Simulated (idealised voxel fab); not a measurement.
The process module presented herein is designated voxel double patterning.
cross-section cut | 220 nm wide | cells 5 nm
A cross-section is written here as square cells arranged in a grid, and it is given in bands from the top down, each band taking up one or more rows of cells.
Each band's line starts with the height of the band's top and of its bottom, in nm. Then come its materials from left to right, each with its width in nm. One material with "everywhere" fills the band from edge to edge. "blank" is empty space.
Beneath 0, the wafer as received is one material, and that level is where height counting begins. The lowest band goes on downward without a bottom; it is written like "0 down".
With a width like "30..40", each row of cells in the band differs from the next by the same amount, the top row carrying the first number and the bottom row the second.
When a step is marked "no alteration", none of the cells in the cross-section changed during that step.
"Trapped voids" enumerates empty spaces isolated from the top, with no open way to it, that contain at least 8 cells, giving each as width x height at distance from the left edge, all three in nm.
Anything after a step's settings on that line? It's the simulator's own note about the step.
"overlay nm" answers the question of how far to the right of plan the mask lay on a step that has a mask, and when it is negative the answer is to the left.
[These are the steps we planned for the process]
1. RECEIVE [material Si]
2. CONFORMAL_DEP [material SiO2] [thk nm 5]
3. DIRECTIONAL_DEP [material TiN] [thk nm 15]
4. DIRECTIONAL_DEP [material SiCN] [thk nm 10]
5. PATTERN [tone open] [mask id FIRST] [material resist] [width nm 15] [pitch nm 50] [thk nm 15] [overlay nm 0]
6. DIRECTIONAL_ETCH [etch materials SiCN] [depth nm 10]
7. STRIP [etch materials resist]
8. DIRECTIONAL_DEP [material aC] [thk nm 10]
9. PATTERN [tone open] [mask id SECOND] [material resist] [width nm 15] [thk nm 25] [overlay nm 0]
10. DIRECTIONAL_ETCH [etch materials aC] [depth nm 10]
11. STRIP [etch materials resist]
12. DIRECTIONAL_ETCH [etch materials SiCN] [depth nm 10]
13. STRIP [etch materials aC]
14. DIRECTIONAL_ETCH [etch materials TiN] [depth nm 15]
15. STRIP [etch materials SiCN]
[Step 1 complete: cross-section of the wafer as received]
  0 down | Si everywhere
  Trapped voids: none
[First of two wafers: cross-section at end of module, run per plan]
  20 to 5 | 75 nm TiN  15 nm blank  10 nm TiN  15 nm blank  10 nm TiN  15 nm blank  80 nm TiN
  5 to 0 | SiO2 everywhere
  0 down | Si everywhere
  Trapped voids: none
[Now the second wafer, cross-sectioned at the end of the module. Nothing different at the start, nothing different in the plan compared with the first, just one mistake when it was actually run]
  35 to 20 | 75 nm TiN  15 nm blank  10 nm TiN  15 nm blank  10 nm TiN  15 nm blank  80 nm TiN
  20 to 5 | TiN everywhere
  5 to 0 | SiO2 everywhere
  0 down | Si everywhere
  Trapped voids: none
Short version of what went wrong: plan step 3 was conducted twice
In the final state, the cell counts of the second wafer exceed or fall short of those of the first for the following materials: TiN: 132 more
